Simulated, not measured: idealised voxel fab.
process module | voxel double patterning
cross-section cut | 250 nm wide | cells 5 nm
A cross-section is a grid of square cells, given in bands from the top down. A band is one or more rows of cells.
Each band's line starts with the height of the band's top and of its bottom, in nm. Then come its materials from left to right, each with its width in nm. One material with "throughout" fills the band from edge to edge. "air" is empty space.
Height 0 is the level under which the wafer as received is all one material. The lowest band goes on downwards, as in "0 down".
A width such as "30 to 40" changes by the same amount from each row of cells to the next, from the band's top row to its bottom row.
"no change" after a step means that no cell of the cross-section changed.
closed voids: empty space of 8 cells or more with no open way to the top, each as width x height at its distance from the left edge, in nm
after a step's settings: what the simulator itself notes on the step
overlay nm, on a step with a mask: how far to the right of its planned place the mask lay; to the left if negative
plan
1 op RECEIVE | material Si
2 op CONFORMAL_DEP | material SiO2 | thk nm 10
3 op DIRECTIONAL_DEP | material polySi | thk nm 20
4 op DIRECTIONAL_DEP | material SiN | thk nm 5
5 op MASKED_ETCH | tone open | mask id FIRST | width nm 15 | pitch nm 50 | etch materials SiN | depth nm 5 | overlay nm 0
6 op MASKED_ETCH | tone open | mask id SECOND | width nm 15 | pitch nm 50 | etch materials SiN | depth nm 5 | overlay nm 0
7 op DIRECTIONAL_ETCH | etch materials polySi | depth nm 20
8 op STRIP | etch materials SiN
varied across the wafers: width nm of step 5. The plan shows the first wafer's value. All wafers start alike
first wafer as received, after step 1
  0 down: Si throughout
  closed voids: none
first wafer at the end, after step 8
  30 to 10: polySi 65 | air 15 | polySi 10 | air 15 | polySi 10 | air 15 | polySi 10 | air 15 | polySi 10 | air 15 | polySi 70
  10 to 0: SiO2 throughout
  0 down: Si throughout
  closed voids: none
last wafer at the end
  30 to 10: polySi 60 | air 45 | polySi 5 | air 45 | polySi 5 | air 30 | polySi 60
  10 to 0: SiO2 throughout
  0 down: Si throughout
  closed voids: none
each wafer at the end: cells of each material gained (+) or lost (-) since it was received, then its closed voids
width nm 15 | +100 SiO2 | +140 polySi | closed voids: none
width nm 20 | +100 SiO2 | +128 polySi | closed voids: none
width nm 25 | +100 SiO2 | +116 polySi | closed voids: none
width nm 30 | +100 SiO2 | +104 polySi | closed voids: none
